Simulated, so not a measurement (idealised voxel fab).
The process module presented herein is designated voxel self aligned vias.
In the cross-section labelled cut, the width is 200 nm and each square cell is 5 nm.
A cross-section is a grid of square cells, given in bands from the top down. A band is one or more rows of cells.
The entry gives the band's vertical extent as a top height and a bottom height in nm, then its horizontal make-up as materials from left to right, each with a width in nm. "blank" stands for empty space; a single material marked "full width" fills the band edge to edge.
We count height from 0. Below that, the starting wafer is all one material. The lowest band never ends at the bottom but goes on down; see "from 0 down" for how that is written.
The notation "30 to 40" denotes a width that varies across the rows of cells in the band, beginning at the first number in the top row, finishing at the second number in the bottom row, and changing by an identical amount from each row to the next.
A step reported as "no modifications" is a step in which no cell of the cross-section changed.
Listed in "Sealed-off cavities": every empty space of 8 or more cells without an open way to the top. Form: width x height at distance, the distance being from the left edge, all in nm.
Step line, after settings: the simulator's comment on this step.
Steps that use a mask can have "overlay nm" on their line. It says how far the mask sat to the right of where it was meant to be. Negative means to the left.
-- These are the steps we planned for the process
1. RECEIVE with material Si
2. CONFORMAL_DEP with material SiO2, thk nm 15
3. CONFORMAL_DEP with material SiCN, thk nm 5
4. DIRECTIONAL_DEP with material SiO2, thk nm 20
5. DIRECTIONAL_DEP with material aC, thk nm 10
6. PATTERN with tone open, mask id LINES, material resist, width nm 20, pitch nm 65, thk nm 25, overlay nm 0
7. DIRECTIONAL_ETCH with etch materials aC, depth nm 10
8. STRIP with etch materials resist
9. DIRECTIONAL_ETCH with etch materials SiO2, depth nm 20
10. STRIP with etch materials aC
11. CONFORMAL_DEP with material TiN, thk nm 5
12. FILL_DEP with material Ru, thk nm 5
13. CMP with height nm 40
14. SELECTIVE_ETCH with etch materials W Ru TiN, depth nm 10
15. FILL_DEP with material SiN, thk nm 5
16. CMP with height nm 40
17. DIRECTIONAL_DEP with material SiO2, thk nm 20
18. PATTERN with tone open, mask id VIAS, material resist, width nm 40, pitch nm 65, thk nm 20, overlay nm 0
19. DIRECTIONAL_ETCH with etch materials SiO2, depth nm 20
20. DIRECTIONAL_ETCH with etch materials SiN, depth nm 10
21. STRIP with etch materials resist
22. CONFORMAL_DEP with material TiN, thk nm 5
23. FILL_DEP with material W, thk nm 10
24. CMP with height nm 60
25. CONFORMAL_DEP with material SiN, thk nm 5
-- As-received state of the wafer in cross-section, equivalent to post-step 1
- from 0 down  Si full width
- Sealed-off cavities: none
-- Same starting wafer, same plan as above, one mistake in the execution; this is the cross-section at the end of the module
- from 55 to 50  SiN full width
- from 50 to 40  45 SiO2, then 5 to 15 TiN, then 30 to 10 W, then 5 to 15 TiN, then 25 SiO2, then 5 to 15 TiN, then 30 to 10 W, then 5 to 15 TiN, then 50 SiO2
- from 40 to 35  55 SiO2, then 5 TiN, then 10 W, then 5 TiN, then 45 SiO2, then 5 TiN, then 10 W, then 5 TiN, then 60 SiO2
- from 35 to 30  55 SiO2, then 20 TiN, then 45 SiO2, then 20 TiN, then 60 SiO2
- from 30 to 25  55 SiO2, then 5 TiN, then 10 Ru, then 5 TiN, then 45 SiO2, then 5 TiN, then 10 Ru, then 5 TiN, then 60 SiO2
- from 25 to 20  55 SiO2, then 20 TiN, then 45 SiO2, then 20 TiN, then 60 SiO2
- from 20 to 15  SiCN full width
- from 15 to 0  SiO2 full width
- from 0 down  Si full width
- Sealed-off cavities: none
Want to know what went wrong? step 24 off recipe, ran as CMP with height nm 50
